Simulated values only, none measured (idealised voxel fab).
process module | voxel trench capacitor
cross-section cut | 280 nm wide | cells 5 nm
A cross-section is a grid of square cells, given in bands from the top down. A band is one or more rows of cells.
Each band's line starts with the height of the band's top and of its bottom, in nm. Then come its materials from left to right, each with its width in nm. One material with "throughout" fills the band from edge to edge. "air" is empty space.
Height 0 is the level under which the wafer as received is all one material. The lowest band goes on downwards, as in "0 down".
A width such as "30 to 40" changes by the same amount from each row of cells to the next, from the band's top row to its bottom row.
"no change" after a step means that no cell of the cross-section changed.
closed voids: empty space of 8 cells or more with no open way to the top, each as width x height at its distance from the left edge, in nm
after a step's settings: what the simulator itself notes on the step
overlay nm, on a step with a mask: how far to the right of its planned place the mask lay; to the left if negative
plan
1 op RECEIVE | material Si
2 op CONFORMAL_DEP | material SiN | thk nm 10
3 op PATTERN | tone open | mask id TRENCH | material resist | width nm 25 | pitch nm 45 | thk nm 15 | overlay nm 0
4 op DIRECTIONAL_ETCH | etch materials SiN | depth nm 10
5 op DIRECTIONAL_ETCH | etch materials Si | depth nm 35
6 op STRIP | etch materials resist
7 op CONFORMAL_DEP | material Al2O3 | thk nm 5
8 op FILL_DEP | material polySi | thk nm 10
9 op CMP | height nm 10
as received, after step 1
  0 down: Si throughout
  closed voids: none
a wafer at the end: this start, this plan, one mistake
  10 to 0: SiN 60 | Al2O3 5 | polySi 15 | Al2O3 5 | SiN 20 | Al2O3 5 | polySi 15 | Al2O3 5 | SiN 20 | Al2O3 5 | polySi 15 | Al2O3 5 | SiN 20 | Al2O3 5 | polySi 15 | Al2O3 5 | SiN 60
  0 to -65: Si 60 | Al2O3 5 | polySi 15 | Al2O3 5 | Si 20 | Al2O3 5 | polySi 15 | Al2O3 5 | Si 20 | Al2O3 5 | polySi 15 | Al2O3 5 | Si 20 | Al2O3 5 | polySi 15 | Al2O3 5 | Si 60
  -65 to -70: Si 60 | Al2O3 25 | Si 20 | Al2O3 25 | Si 20 | Al2O3 25 | Si 20 | Al2O3 25 | Si 60
  -70 down: Si throughout
  closed voids: none
what went wrong: step 5 was run twice
